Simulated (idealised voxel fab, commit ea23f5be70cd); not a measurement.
The process module that follows is named voxel transistor to metal.
Cross-sectional view cut (width: 300 nm; square cell size: 5 nm).
How to read a cross-section here: the picture is a grid of square cells, written as bands going from the top down, and any band can span one or more rows of cells. The band entry comprises the height of the band's top followed by the height of its bottom, expressed in nm, and subsequently the band's materials from left to right, each stated together with its width in nm. Where a single material is marked with the word "full width", that material fills the band from edge to edge. The word "air" represents empty space. Convention: height 0 is the level below which the wafer, as received, is all one material. The lowest band does not terminate at the bottom but continues downward, represented as "0 and below". Graded width ("30->40"): value in top row of band = first number; value in bottom row = second number; row-to-row change constant. "everything unchanged" -> step changed no cross-section cell. Basically, "Closed voids list" tells you about the enclosed voids: empty spaces with no open way to the top, 8 cells or bigger, each written width x height at distance, where distance is from the left edge, all in nm. What comes after the settings on a step's line is commentary from the simulator itself on that step. On any step carrying a mask, the "overlay nm" setting, if present on the step's line, tells how far right of its planned place the mask lay; negative values point to the left.
## These are the steps we planned for the process
1,RECEIVE,material Si
2,OXIDIZE,depth nm 5
3,CONFORMAL_DEP,material SiN,thk nm 15
4,MASKED_ETCH,tone cover,mask id ACTIVE,width nm 105,pitch nm 130,etch materials SiN,depth nm 15,overlay nm 0
5,MASKED_ETCH,tone cover,mask id ACTIVE,width nm 105,pitch nm 130,etch materials SiO2,depth nm 5,overlay nm 0
6,MASKED_ETCH,tone cover,mask id ACTIVE,width nm 105,pitch nm 130,etch materials Si,depth nm 20,overlay nm 0
7,FILL_DEP,material SiO2,thk nm 10
8,CMP,height nm 15
9,SELECTIVE_ETCH,etch materials SiO2,depth nm 5
10,STRIP,etch materials SiN
11,SELECTIVE_ETCH,etch materials SiO2,depth nm 5
12,OXIDIZE,depth nm 5
13,DIRECTIONAL_DEP,material polySi,thk nm 30
14,DIRECTIONAL_DEP,material SiCN,thk nm 10
15,PATTERN,tone cover,mask id GATE,material resist,width nm 15,pitch nm 130,thk nm 20,overlay nm 0
16,DIRECTIONAL_ETCH,etch materials SiCN,depth nm 20
17,DIRECTIONAL_ETCH,etch materials polySi,depth nm 40
18,STRIP,etch materials resist
19,CONFORMAL_DEP,material SiN,thk nm 10
20,DIRECTIONAL_ETCH,etch materials SiN,depth nm 10
21,DIRECTIONAL_ETCH,etch materials SiO2,depth nm 5
22,DIRECTIONAL_ETCH,etch materials Si,depth nm 10
23,EPI,material SiGe,thk nm 15
24,FILL_DEP,material SiO2,thk nm 10
25,CMP,height nm 35
26,DIRECTIONAL_DEP,material SiO2,thk nm 15
27,PATTERN,tone open,mask id CONTACT,material resist,width nm 20,thk nm 20,overlay nm 0
28,DIRECTIONAL_ETCH,etch materials SiO2,depth nm 45
29,STRIP,etch materials resist
30,CONFORMAL_DEP,material TiN,thk nm 5
31,FILL_DEP,material W,thk nm 5
32,CMP,height nm 50
33,DIRECTIONAL_DEP,material TiN,thk nm 5
34,DIRECTIONAL_DEP,material W,thk nm 20
35,MASKED_ETCH,tone cover,mask id METAL_1,width nm 20,etch materials W,depth nm 20,overlay nm 0
36,MASKED_ETCH,tone cover,mask id METAL_1,width nm 20,etch materials TiN,depth nm 5,overlay nm 0
37,FILL_DEP,material SiO2,thk nm 5
38,CMP,height nm 75
39,CONFORMAL_DEP,material SiCN,thk nm 5
40,DIRECTIONAL_DEP,material lowk,thk nm 30
41,DIRECTIONAL_DEP,material aC,thk nm 10
42,PATTERN,tone open,mask id METAL_2,material resist,width nm 20,pitch nm 130,thk nm 30,overlay nm 0
43,DIRECTIONAL_ETCH,etch materials aC,depth nm 10
44,STRIP,etch materials resist
45,DIRECTIONAL_ETCH,etch materials lowk,depth nm 15
46,STRIP,etch materials aC
47,DIRECTIONAL_DEP,material aC,thk nm 10
48,PATTERN,tone open,mask id METAL_2_HOLES,material resist,width nm 15,pitch nm 130,thk nm 25,overlay nm 0
49,DIRECTIONAL_ETCH,etch materials aC,depth nm 10
50,STRIP,etch materials resist
51,DIRECTIONAL_ETCH,etch materials lowk,depth nm 15
52,DIRECTIONAL_ETCH,etch materials SiCN,depth nm 5
53,STRIP,etch materials aC
54,CONFORMAL_DEP,material TiN,thk nm 5
55,FILL_DEP,material Cu,thk nm 10
56,CMP,height nm 110
57,CONFORMAL_DEP,material SiCN,thk nm 5
## Wafer, first of two, run as planned
## As-received wafer cross-section (after step 1)
	0 and below: Si full width
	Closed voids list: none
## Cross-section through the wafer, step 2 finished
	0 down to -5: SiO2 full width
	Below -5, no change.
## Cross-section through the wafer, step 3 finished
	15 down to 0: SiN full width
	Below 0, no change.
## Cross-section through the wafer, step 4 finished
	15 down to 0: 30 air  105 SiN  25 air  105 SiN  35 air
	Below 0, no change.
## Cross-section through the wafer, step 5 finished
	15 down to 0: 30 air  105 SiN  25 air  105 SiN  35 air
	0 down to -5: 30 air  105 SiO2  25 air  105 SiO2  35 air
	Below -5, no change.
## Cross-section through the wafer, step 6 finished
	15 down to 0: 30 air  105 SiN  25 air  105 SiN  35 air
	0 down to -5: 30 air  105 SiO2  25 air  105 SiO2  35 air
	-5 down to -25: 30 air  105 Si  25 air  105 Si  35 air
	Below -25, no change.
## Cross-section through the wafer, step 7 finished
	25 down to 15: SiO2 full width
	15 down to 0: 30 SiO2  105 SiN  25 SiO2  105 SiN  35 SiO2
	0 down to -5: SiO2 full width
	-5 down to -25: 30 SiO2  105 Si  25 SiO2  105 Si  35 SiO2
	Below -25, no change.
## Cross-section through the wafer, step 8 finished
	15 down to 0: 30 SiO2  105 SiN  25 SiO2  105 SiN  35 SiO2
	Below 0, no change.
## Cross-section through the wafer, step 9 finished
	15 down to 10: 30 air  105 SiN  25 air  105 SiN  35 air
	Below 10, no change.
## Cross-section through the wafer, step 10 finished
	10 down to 0: 30 SiO2  105 air  25 SiO2  105 air  35 SiO2
	Below 0, no change.
## Cross-section through the wafer, step 11 finished
	5 down to -5: 25 SiO2  115 air  15 SiO2  115 air  30 SiO2
	Below -5, no change.
## Cross-section through the wafer, step 12 finished
	5 down to -5: 25 SiO2  115 air  15 SiO2  115 air  30 SiO2
	-5 down to -10: SiO2 full width
	Below -10, no change.
## Cross-section through the wafer, step 13 finished
	35 down to 25: 25 polySi  115 air  15 polySi  115 air  30 polySi
	25 down to 5: polySi full width
	5 down to -5: 25 SiO2  115 polySi  15 SiO2  115 polySi  30 SiO2
	Below -5, no change.
## Cross-section through the wafer, step 14 finished
	45 down to 35: 25 SiCN  115 air  15 SiCN  115 air  30 SiCN
	35 down to 25: 25 polySi  115 SiCN  15 polySi  115 SiCN  30 polySi
	Below 25, no change.
## Cross-section through the wafer, step 15 finished
	65 down to 45: 75 air  15 resist  115 air  15 resist  80 air
	45 down to 35: 25 SiCN  50 air  15 resist  50 air  15 SiCN  50 air  15 resist  50 air  30 SiCN
	Below 35, no change.
## Cross-section through the wafer, step 16 finished
	65 down to 35: 75 air  15 resist  115 air  15 resist  80 air
	35 down to 25: 25 polySi  50 air  15 SiCN  50 air  15 polySi  50 air  15 SiCN  50 air  30 polySi
	Below 25, no change.
## Cross-section through the wafer, step 17 finished
	65 down to 35: 75 air  15 resist  115 air  15 resist  80 air
	35 down to 25: 75 air  15 SiCN  115 air  15 SiCN  80 air
	25 down to 5: 75 air  15 polySi  115 air  15 polySi  80 air
	5 down to -5: 25 SiO2  50 air  15 polySi  50 air  15 SiO2  50 air  15 polySi  50 air  30 SiO2
	Below -5, no change.
## Cross-section through the wafer, step 18 finished
	35 down to 25: 75 air  15 SiCN  115 air  15 SiCN  80 air
	Below 25, no change.
## Cross-section through the wafer, step 19 finished
	45 down to 35: 65 air  35 SiN  95 air  35 SiN  70 air
	35 down to 25: 65 air  10 SiN  15 SiCN  10 SiN  95 air  10 SiN  15 SiCN  10 SiN  70 air
	25 down to 15: 65 air  10 SiN  15 polySi  10 SiN  95 air  10 SiN  15 polySi  10 SiN  70 air
	15 down to 5: 35 SiN  30 air  10 SiN  15 polySi  10 SiN  30 air  35 SiN  30 air  10 SiN  15 polySi  10 SiN  30 air  40 SiN
	5 down to -5: 25 SiO2  50 SiN  15 polySi  50 SiN  15 SiO2  50 SiN  15 polySi  50 SiN  30 SiO2
	Below -5, no change.
## Cross-section through the wafer, step 20 finished
	35 down to 25: 65 air  10 SiN  15 SiCN  10 SiN  95 air  10 SiN  15 SiCN  10 SiN  70 air
	25 down to 5: 65 air  10 SiN  15 polySi  10 SiN  95 air  10 SiN  15 polySi  10 SiN  70 air
	5 down to -5: 25 SiO2  10 SiN  30 air  10 SiN  15 polySi  10 SiN  30 air  10 SiN  15 SiO2  10 SiN  30 air  10 SiN  15 polySi  10 SiN  30 air  10 SiN  30 SiO2
	Below -5, no change.
## Cross-section through the wafer, step 21 finished
	35 down to 25: 65 air  10 SiN  15 SiCN  10 SiN  95 air  10 SiN  15 SiCN  10 SiN  70 air
	25 down to 5: 65 air  10 SiN  15 polySi  10 SiN  95 air  10 SiN  15 polySi  10 SiN  70 air
	5 down to 0: 25 air  10 SiN  30 air  10 SiN  15 polySi  10 SiN  30 air  10 SiN  15 air  10 SiN  30 air  10 SiN  15 polySi  10 SiN  30 air  10 SiN  30 air
	0 down to -5: 25 SiO2  10 SiN  30 air  10 SiN  15 polySi  10 SiN  30 air  10 SiN  15 SiO2  10 SiN  30 air  10 SiN  15 polySi  10 SiN  30 air  10 SiN  30 SiO2
	-5 down to -10: 35 SiO2  30 air  35 SiO2  30 air  35 SiO2  30 air  35 SiO2  30 air  40 SiO2
	Below -10, no change.
## Cross-section through the wafer, step 22 finished
	35 down to 25: 65 air  10 SiN  15 SiCN  10 SiN  95 air  10 SiN  15 SiCN  10 SiN  70 air
	25 down to 5: 65 air  10 SiN  15 polySi  10 SiN  95 air  10 SiN  15 polySi  10 SiN  70 air
	5 down to 0: 25 air  10 SiN  30 air  10 SiN  15 polySi  10 SiN  30 air  10 SiN  15 air  10 SiN  30 air  10 SiN  15 polySi  10 SiN  30 air  10 SiN  30 air
	0 down to -5: 25 SiO2  10 SiN  30 air  10 SiN  15 polySi  10 SiN  30 air  10 SiN  15 SiO2  10 SiN  30 air  10 SiN  15 polySi  10 SiN  30 air  10 SiN  30 SiO2
	-5 down to -10: 35 SiO2  30 air  35 SiO2  30 air  35 SiO2  30 air  35 SiO2  30 air  40 SiO2
	-10 down to -20: 30 SiO2  5 Si  30 air  35 Si  30 air  5 Si  25 SiO2  5 Si  30 air  35 Si  30 air  5 Si  35 SiO2
	Below -20, no change.
## Cross-section through the wafer, step 23 finished
	35 down to 25: 65 air  10 SiN  15 SiCN  10 SiN  95 air  10 SiN  15 SiCN  10 SiN  70 air
	25 down to 5: 65 air  10 SiN  15 polySi  10 SiN  95 air  10 SiN  15 polySi  10 SiN  70 air
	5 down to 0: 25 air  10 SiN  30 SiGe  10 SiN  15 polySi  10 SiN  30 SiGe  10 SiN  15 air  10 SiN  30 SiGe  10 SiN  15 polySi  10 SiN  30 SiGe  10 SiN  30 air
	0 down to -5: 25 SiO2  10 SiN  30 SiGe  10 SiN  15 polySi  10 SiN  30 SiGe  10 SiN  15 SiO2  10 SiN  30 SiGe  10 SiN  15 polySi  10 SiN  30 SiGe  10 SiN  30 SiO2
	-5 down to -10: 35 SiO2  30 SiGe  35 SiO2  30 SiGe  35 SiO2  30 SiGe  35 SiO2  30 SiGe  40 SiO2
	-10 down to -20: 30 SiO2  5 Si  30 SiGe  35 Si  30 SiGe  5 Si  25 SiO2  5 Si  30 SiGe  35 Si  30 SiGe  5 Si  35 SiO2
	Below -20, no change.
## Cross-section through the wafer, step 24 finished
	45 down to 35: SiO2 full width
	35 down to 25: 65 SiO2  10 SiN  15 SiCN  10 SiN  95 SiO2  10 SiN  15 SiCN  10 SiN  70 SiO2
	25 down to 5: 65 SiO2  10 SiN  15 polySi  10 SiN  95 SiO2  10 SiN  15 polySi  10 SiN  70 SiO2
	5 down to -5: 25 SiO2  10 SiN  30 SiGe  10 SiN  15 polySi  10 SiN  30 SiGe  10 SiN  15 SiO2  10 SiN  30 SiGe  10 SiN  15 polySi  10 SiN  30 SiGe  10 SiN  30 SiO2
	Below -5, no change.
## Cross-section through the wafer, step 25 finished
	35 down to 25: 65 SiO2  10 SiN  15 SiCN  10 SiN  95 SiO2  10 SiN  15 SiCN  10 SiN  70 SiO2
	Below 25, no change.
## Cross-section through the wafer, step 26 finished
	50 down to 35: SiO2 full width
	Below 35, no change.
## Cross-section through the wafer, step 27 finished
	70 down to 50: 35 resist  20 air  55 resist  20 air  35 resist  20 air  55 resist  20 air  40 resist
	Below 50, no change.
## Cross-section through the wafer, step 28 finished
	70 down to 50: 35 resist  20 air  55 resist  20 air  35 resist  20 air  55 resist  20 air  40 resist
	50 down to 35: 35 SiO2  20 air  55 SiO2  20 air  35 SiO2  20 air  55 SiO2  20 air  40 SiO2
	35 down to 25: 35 SiO2  20 air  10 SiO2  10 SiN  15 SiCN  10 SiN  10 SiO2  20 air  35 SiO2  20 air  10 SiO2  10 SiN  15 SiCN  10 SiN  10 SiO2  20 air  40 SiO2
	25 down to 5: 35 SiO2  20 air  10 SiO2  10 SiN  15 polySi  10 SiN  10 SiO2  20 air  35 SiO2  20 air  10 SiO2  10 SiN  15 polySi  10 SiN  10 SiO2  20 air  40 SiO2
	Below 5, no change.
## Cross-section through the wafer, step 29 finished
	50 down to 35: 35 SiO2  20 air  55 SiO2  20 air  35 SiO2  20 air  55 SiO2  20 air  40 SiO2
	Below 35, no change.
## Cross-section through the wafer, step 30 finished
	55 down to 50: 40 TiN  10 air  65 TiN  10 air  45 TiN  10 air  65 TiN  10 air  45 TiN
	50 down to 35: 35 SiO2  5 TiN  10 air  5 TiN  55 SiO2  5 TiN  10 air  5 TiN  35 SiO2  5 TiN  10 air  5 TiN  55 SiO2  5 TiN  10 air  5 TiN  40 SiO2
	35 down to 25: 35 SiO2  5 TiN  10 air  5 TiN  10 SiO2  10 SiN  15 SiCN  10 SiN  10 SiO2  5 TiN  10 air  5 TiN  35 SiO2  5 TiN  10 air  5 TiN  10 SiO2  10 SiN  15 SiCN  10 SiN  10 SiO2  5 TiN  10 air  5 TiN  40 SiO2
	25 down to 10: 35 SiO2  5 TiN  10 air  5 TiN  10 SiO2  10 SiN  15 polySi  10 SiN  10 SiO2  5 TiN  10 air  5 TiN  35 SiO2  5 TiN  10 air  5 TiN  10 SiO2  10 SiN  15 polySi  10 SiN  10 SiO2  5 TiN  10 air  5 TiN  40 SiO2
	10 down to 5: 35 SiO2  20 TiN  10 SiO2  10 SiN  15 polySi  10 SiN  10 SiO2  20 TiN  35 SiO2  20 TiN  10 SiO2  10 SiN  15 polySi  10 SiN  10 SiO2  20 TiN  40 SiO2
	Below 5, no change.
## Cross-section through the wafer, step 31 finished
	60 down to 55: W full width
	55 down to 50: 40 TiN  10 W  65 TiN  10 W  45 TiN  10 W  65 TiN  10 W  45 TiN
	50 down to 35: 35 SiO2  5 TiN  10 W  5 TiN  55 SiO2  5 TiN  10 W  5 TiN  35 SiO2  5 TiN  10 W  5 TiN  55 SiO2  5 TiN  10 W  5 TiN  40 SiO2
	35 down to 25: 35 SiO2  5 TiN  10 W  5 TiN  10 SiO2  10 SiN  15 SiCN  10 SiN  10 SiO2  5 TiN  10 W  5 TiN  35 SiO2  5 TiN  10 W  5 TiN  10 SiO2  10 SiN  15 SiCN  10 SiN  10 SiO2  5 TiN  10 W  5 TiN  40 SiO2
	25 down to 10: 35 SiO2  5 TiN  10 W  5 TiN  10 SiO2  10 SiN  15 polySi  10 SiN  10 SiO2  5 TiN  10 W  5 TiN  35 SiO2  5 TiN  10 W  5 TiN  10 SiO2  10 SiN  15 polySi  10 SiN  10 SiO2  5 TiN  10 W  5 TiN  40 SiO2
	Below 10, no change.
## Cross-section through the wafer, step 32 finished
	50 down to 35: 35 SiO2  5 TiN  10 W  5 TiN  55 SiO2  5 TiN  10 W  5 TiN  35 SiO2  5 TiN  10 W  5 TiN  55 SiO2  5 TiN  10 W  5 TiN  40 SiO2
	Below 35, no change.
## Cross-section through the wafer, step 33 finished
	55 down to 50: TiN full width
	Below 50, no change.
## Cross-section through the wafer, step 34 finished
	75 down to 55: W full width
	Below 55, no change.
## Cross-section through the wafer, step 35 finished
	75 down to 55: 35 air  20 W  55 air  20 W  35 air  20 W  55 air  20 W  40 air
	Below 55, no change.
## Cross-section through the wafer, step 36 finished
	75 down to 55: 35 air  20 W  55 air  20 W  35 air  20 W  55 air  20 W  40 air
	55 down to 50: 35 air  20 TiN  55 air  20 TiN  35 air  20 TiN  55 air  20 TiN  40 air
	Below 50, no change.
## Cross-section through the wafer, step 37 finished
	80 down to 75: SiO2 full width
	75 down to 55: 35 SiO2  20 W  55 SiO2  20 W  35 SiO2  20 W  55 SiO2  20 W  40 SiO2
	55 down to 50: 35 SiO2  20 TiN  55 SiO2  20 TiN  35 SiO2  20 TiN  55 SiO2  20 TiN  40 SiO2
	Below 50, no change.
## Cross-section through the wafer, step 38 finished
	75 down to 55: 35 SiO2  20 W  55 SiO2  20 W  35 SiO2  20 W  55 SiO2  20 W  40 SiO2
	Below 55, no change.
## Cross-section through the wafer, step 39 finished
	80 down to 75: SiCN full width
	Below 75, no change.
## Cross-section through the wafer, step 40 finished
	110 down to 80: lowk full width
	Below 80, no change.
## Cross-section through the wafer, step 41 finished
	120 down to 110: aC full width
	Below 110, no change.
## Cross-section through the wafer, step 42 finished
	150 down to 120: 35 resist  20 air  110 resist  20 air  115 resist
	Below 120, no change.
## Cross-section through the wafer, step 43 finished
	140 down to 120: 35 resist  20 air  110 resist  20 air  115 resist
	120 down to 110: 35 aC  20 air  110 aC  20 air  115 aC
	Below 110, no change.
## Cross-section through the wafer, step 44 finished
	120 down to 110: 35 aC  20 air  110 aC  20 air  115 aC
	Below 110, no change.
## Cross-section through the wafer, step 45 finished
	120 down to 110: 35 aC  20 air  110 aC  20 air  115 aC
	110 down to 95: 35 lowk  20 air  110 lowk  20 air  115 lowk
	Below 95, no change.
## Cross-section through the wafer, step 46 finished
	110 down to 95: 35 lowk  20 air  110 lowk  20 air  115 lowk
	Below 95, no change.
## Cross-section through the wafer, step 47 finished
	120 down to 110: 35 aC  20 air  110 aC  20 air  115 aC
	110 down to 105: 35 lowk  20 air  110 lowk  20 air  115 lowk
	105 down to 95: 35 lowk  20 aC  110 lowk  20 aC  115 lowk
	Below 95, no change.
## Cross-section through the wafer, step 48 finished
	145 down to 120: 35 resist  15 air  115 resist  15 air  120 resist
	120 down to 110: 35 aC  15 air  5 resist  110 aC  15 air  5 resist  115 aC
	110 down to 105: 35 lowk  15 air  5 resist  110 lowk  15 air  5 resist  115 lowk
	Below 105, no change.
## Cross-section through the wafer, step 49 finished
	135 down to 120: 35 resist  15 air  115 resist  15 air  120 resist
	120 down to 110: 35 aC  15 air  5 resist  110 aC  15 air  5 resist  115 aC
	110 down to 105: 35 lowk  15 air  5 resist  110 lowk  15 air  5 resist  115 lowk
	105 down to 95: 35 lowk  15 air  5 aC  110 lowk  15 air  5 aC  115 lowk
	Below 95, no change.
## Cross-section through the wafer, step 50 finished
	120 down to 110: 35 aC  20 air  110 aC  20 air  115 aC
	110 down to 105: 35 lowk  20 air  110 lowk  20 air  115 lowk
	Below 105, no change.
## Cross-section through the wafer, step 51 finished
	120 down to 110: 35 aC  20 air  110 aC  20 air  115 aC
	110 down to 105: 35 lowk  20 air  110 lowk  20 air  115 lowk
	105 down to 95: 35 lowk  15 air  5 aC  110 lowk  15 air  5 aC  115 lowk
	95 down to 80: 35 lowk  15 air  115 lowk  15 air  120 lowk
	Below 80, no change.
## Cross-section through the wafer, step 52 finished
	120 down to 110: 35 aC  20 air  110 aC  20 air  115 aC
	110 down to 105: 35 lowk  20 air  110 lowk  20 air  115 lowk
	105 down to 95: 35 lowk  15 air  5 aC  110 lowk  15 air  5 aC  115 lowk
	95 down to 80: 35 lowk  15 air  115 lowk  15 air  120 lowk
	80 down to 75: 35 SiCN  15 air  115 SiCN  15 air  120 SiCN
	Below 75, no change.
## Cross-section through the wafer, step 53 finished
	110 down to 95: 35 lowk  20 air  110 lowk  20 air  115 lowk
	Below 95, no change.
## Cross-section through the wafer, step 54 finished
	115 down to 110: 40 TiN  10 air  120 TiN  10 air  120 TiN
	110 down to 100: 35 lowk  5 TiN  10 air  5 TiN  110 lowk  5 TiN  10 air  5 TiN  115 lowk
	100 down to 95: 35 lowk  5 TiN  5 air  10 TiN  110 lowk  5 TiN  5 air  10 TiN  115 lowk
	95 down to 80: 35 lowk  5 TiN  5 air  5 TiN  115 lowk  5 TiN  5 air  5 TiN  120 lowk
	80 down to 75: 35 SiCN  15 TiN  115 SiCN  15 TiN  120 SiCN
	Below 75, no change.
## Cross-section through the wafer, step 55 finished
	125 down to 115: Cu full width
	115 down to 110: 40 TiN  10 Cu  120 TiN  10 Cu  120 TiN
	110 down to 100: 35 lowk  5 TiN  10 Cu  5 TiN  110 lowk  5 TiN  10 Cu  5 TiN  115 lowk
	100 down to 95: 35 lowk  5 TiN  5 Cu  10 TiN  110 lowk  5 TiN  5 Cu  10 TiN  115 lowk
	95 down to 80: 35 lowk  5 TiN  5 Cu  5 TiN  115 lowk  5 TiN  5 Cu  5 TiN  120 lowk
	Below 80, no change.
## Cross-section through the wafer, step 56 finished
	110 down to 100: 35 lowk  5 TiN  10 Cu  5 TiN  110 lowk  5 TiN  10 Cu  5 TiN  115 lowk
	Below 100, no change.
## Cross-section through the wafer, step 57 finished
	115 down to 110: SiCN full width
	Below 110, no change.
## Now the other wafer: same start, same recipe, but we messed up one thing when running it. Up to and including step 41 it's the same as the first one
## Look at the second wafer in cross-section at the time step 42 ought to have finished
	150 down to 120: 35 air  20 resist  110 air  20 resist  115 air
	Below 120, no change.
## Look at the second wafer in cross-section at the time step 43 ought to have finished
	140 down to 120: 35 air  20 resist  110 air  20 resist  115 air
	120 down to 110: 35 air  20 aC  110 air  20 aC  115 air
	Below 110, no change.
## Look at the second wafer in cross-section at the time step 44 ought to have finished
	120 down to 110: 35 air  20 aC  110 air  20 aC  115 air
	Below 110, no change.
## Look at the second wafer in cross-section at the time step 45 ought to have finished
	120 down to 110: 35 air  20 aC  110 air  20 aC  115 air
	110 down to 95: 35 air  20 lowk  110 air  20 lowk  115 air
	Below 95, no change.
## Look at the second wafer in cross-section at the time step 46 ought to have finished
	110 down to 95: 35 air  20 lowk  110 air  20 lowk  115 air
	Below 95, no change.
## Look at the second wafer in cross-section at the time step 47 ought to have finished
	120 down to 110: 35 air  20 aC  110 air  20 aC  115 air
	110 down to 105: 35 air  20 lowk  110 air  20 lowk  115 air
	105 down to 95: 35 aC  20 lowk  110 aC  20 lowk  115 aC
	Below 95, no change.
## Look at the second wafer in cross-section at the time step 48 ought to have finished
	145 down to 120: 35 resist  15 air  115 resist  15 air  120 resist
	120 down to 110: 35 resist  20 aC  110 resist  20 aC  115 resist
	110 down to 105: 35 resist  20 lowk  110 resist  20 lowk  115 resist
	Below 105, no change.
## Look at the second wafer in cross-section at the time step 49 ought to have finished
	135 down to 120: 35 resist  15 air  115 resist  15 air  120 resist
	120 down to 110: 35 resist  15 air  5 aC  110 resist  15 air  5 aC  115 resist
	Below 110, no change.
## Look at the second wafer in cross-section at the time step 50 ought to have finished
	120 down to 110: 50 air  5 aC  125 air  5 aC  115 air
	110 down to 105: 35 air  20 lowk  110 air  20 lowk  115 air
	Below 105, no change.
## Look at the second wafer in cross-section at the time step 51 ought to have finished
	120 down to 110: 50 air  5 aC  125 air  5 aC  115 air
	110 down to 105: 50 air  5 lowk  125 air  5 lowk  115 air
	105 down to 95: 35 aC  15 air  5 lowk  110 aC  15 air  5 lowk  115 aC
	Below 95, no change.
Look at the second wafer in cross-section at the time step 52 ought to have finished: everything unchanged
## Look at the second wafer in cross-section at the time step 53 ought to have finished
	110 down to 95: 50 air  5 lowk  125 air  5 lowk  115 air
	Below 95, no change.
## Look at the second wafer in cross-section at the time step 54 ought to have finished
	115 down to 110: 45 air  15 TiN  115 air  15 TiN  110 air
	110 down to 100: 45 air  5 TiN  5 lowk  5 TiN  115 air  5 TiN  5 lowk  5 TiN  110 air
	100 down to 95: 50 TiN  5 lowk  125 TiN  5 lowk  115 TiN
	Below 95, no change.
## Look at the second wafer in cross-section at the time step 55 ought to have finished
	125 down to 115: Cu full width
	115 down to 110: 45 Cu  15 TiN  115 Cu  15 TiN  110 Cu
	110 down to 100: 45 Cu  5 TiN  5 lowk  5 TiN  115 Cu  5 TiN  5 lowk  5 TiN  110 Cu
	Below 100, no change.
## Look at the second wafer in cross-section at the time step 56 ought to have finished
	110 down to 100: 45 Cu  5 TiN  5 lowk  5 TiN  115 Cu  5 TiN  5 lowk  5 TiN  110 Cu
	Below 100, no change.
## Look at the second wafer in cross-section at the time step 57 ought to have finished
	115 down to 110: SiCN full width
	Below 110, no change.
What went wrong in running the wafer? rather than as planned, step 42 actually ran as PATTERN,tone cover,mask id METAL_2,material resist,width nm 20,pitch nm 130,thk nm 30,overlay nm 0
The second wafer ends with more or fewer cells of some materials than the first, per final count: 92 more of Cu | 6 more of SiCN | 34 more of TiN | 132 fewer of lowk
